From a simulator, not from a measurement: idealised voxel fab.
process module | voxel self aligned contacts
cross-section cut | 195 nm wide | cells 5 nm
A cross-section is a grid of square cells, given in bands from the top down. A band is one or more rows of cells.
Each band's line starts with the height of the band's top and of its bottom, in nm. Then come its materials from left to right, each with its width in nm. One material with "throughout" fills the band from edge to edge. "air" is empty space.
Height 0 is the level under which the wafer as received is all one material. The lowest band goes on downwards, as in "0 down".
A width such as "30 to 40" changes by the same amount from each row of cells to the next, from the band's top row to its bottom row.
"no change" after a step means that no cell of the cross-section changed.
closed voids: empty space of 8 cells or more with no open way to the top, each as width x height at its distance from the left edge, in nm
after a step's settings: what the simulator itself notes on the step
overlay nm, on a step with a mask: how far to the right of its planned place the mask lay; to the left if negative
plan
1 op RECEIVE | material Si
2 op CONFORMAL_DEP | material SiO2 | thk nm 5
3 op DIRECTIONAL_DEP | material polySi | thk nm 30
4 op DIRECTIONAL_DEP | material SiN | thk nm 15
5 op PATTERN | tone cover | mask id GATE | material resist | width nm 30 | pitch nm 65 | thk nm 15 | overlay nm 0
6 op DIRECTIONAL_ETCH | etch materials SiN | depth nm 15
7 op DIRECTIONAL_ETCH | etch materials polySi | depth nm 30
8 op STRIP | etch materials resist
9 op CONFORMAL_DEP | material SiN | thk nm 5
10 op DIRECTIONAL_ETCH | etch materials SiN | depth nm 5
11 op FILL_DEP | material SiO2 | thk nm 15
12 op CMP | height nm 60
13 op MASKED_ETCH | tone open | mask id CONTACT | width nm 45 | pitch nm 65 | etch materials SiO2 | depth nm 60 | overlay nm 0
14 op CONFORMAL_DEP | material TiN | thk nm 5
15 op FILL_DEP | material Ru | thk nm 5
16 op CMP | height nm 60
17 op CONFORMAL_DEP | material SiCN | thk nm 5
varied across the wafers: thk nm of step 2. The plan shows the first wafer's value. All wafers start alike
first wafer as received, after step 1
  0 down: Si throughout
  closed voids: none
each wafer at the end: cells of each material gained (+) or lost (-) since it was received, then its closed voids
thk nm 5 | +74 Ru | +39 SiCN | +108 SiN | +116 SiO2 | +62 TiN | +108 polySi | closed voids: none
thk nm 10 | +66 Ru | +39 SiCN | +108 SiN | +124 SiO2 | +62 TiN | +108 polySi | closed voids: none
thk nm 15 | +66 Ru | +39 SiCN | +108 SiN | +132 SiO2 | +54 TiN | +108 polySi | closed voids: none
thk nm 20 | +66 Ru | +39 SiCN | +84 SiN | +156 SiO2 | +54 TiN | +108 polySi | closed voids: none
